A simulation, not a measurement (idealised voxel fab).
process module | voxel gate over fins
cross-section cut | 285 nm wide | cells 5 nm
A cross-section is a grid of square cells, given in bands from the top down. A band is one or more rows of cells.
Each band's line starts with the height of the band's top and of its bottom, in nm. Then come its materials from left to right, each with its width in nm. One material with "throughout" fills the band from edge to edge. "air" is empty space.
Height 0 is the level under which the wafer as received is all one material. The lowest band goes on downwards, as in "0 down".
A width such as "30 to 40" changes by the same amount from each row of cells to the next, from the band's top row to its bottom row.
"no change" after a step means that no cell of the cross-section changed.
closed voids: empty space of 8 cells or more with no open way to the top, each as width x height at its distance from the left edge, in nm
after a step's settings: what the simulator itself notes on the step
overlay nm, on a step with a mask: how far to the right of its planned place the mask lay; to the left if negative
plan
1 op RECEIVE | material Si
2 op CONFORMAL_DEP | material SiN | thk nm 10
3 op MASKED_ETCH | tone cover | mask id FINS | width nm 15 | pitch nm 40 | etch materials SiN | depth nm 10 | overlay nm 0
4 op MASKED_ETCH | tone cover | mask id FINS | width nm 15 | pitch nm 40 | etch materials Si | depth nm 40 | overlay nm 0
5 op OXIDIZE | depth nm 5
6 op FILL_DEP | material SiO2 | thk nm 10
7 op CMP | height nm 10
8 op SELECTIVE_ETCH | etch materials SiO2 | depth nm 25
9 op STRIP | etch materials SiN
10 op CONFORMAL_DEP | material HfO2 | thk nm 5
11 op CONFORMAL_DEP | material TiN | thk nm 5
12 op FILL_DEP | material W | thk nm 15
13 op CMP | height nm 20
14 op CONFORMAL_DEP | material SiN | thk nm 5
as received, after step 1
  0 down: Si throughout
  closed voids: none
a wafer at the end: this start, this plan, one mistake
  25 to 20: SiN throughout
  20 to 10: W throughout
  10 to 5: W 70 | TiN 30 | W 10 | TiN 30 | W 10 | TiN 30 | W 10 | TiN 30 | W 65
  5 to 0: W 70 | TiN 5 | HfO2 20 | TiN 5 | W 10 | TiN 5 | HfO2 20 | TiN 5 | W 10 | TiN 5 | HfO2 20 | TiN 5 | W 10 | TiN 5 | HfO2 20 | TiN 5 | W 65
  0 to -5: W 70 | TiN 5 | HfO2 5 | Si 10 | HfO2 5 | TiN 5 | W 10 | TiN 5 | HfO2 5 | Si 10 | HfO2 5 | TiN 5 | W 10 | TiN 5 | HfO2 5 | Si 10 | HfO2 5 | TiN 5 | W 10 | TiN 5 | HfO2 5 | Si 10 | HfO2 5 | TiN 5 | W 65
  -5 to -10: TiN 75 | HfO2 5 | Si 10 | HfO2 5 | TiN 20 | HfO2 5 | Si 10 | HfO2 5 | TiN 20 | HfO2 5 | Si 10 | HfO2 5 | TiN 20 | HfO2 5 | Si 10 | HfO2 5 | TiN 70
  -10 to -15: HfO2 80 | Si 10 | HfO2 30 | Si 10 | HfO2 30 | Si 10 | HfO2 30 | Si 10 | HfO2 75
  -15 to -45: SiO2 80 | Si 10 | SiO2 30 | Si 10 | SiO2 30 | Si 10 | SiO2 30 | Si 10 | SiO2 75
  -45 down: Si throughout
  closed voids: none
what went wrong: step 3 ran as: op MASKED_ETCH | tone cover | mask id FINS | width nm 20 | pitch nm 40 | etch materials SiN | depth nm 10 | overlay nm 0
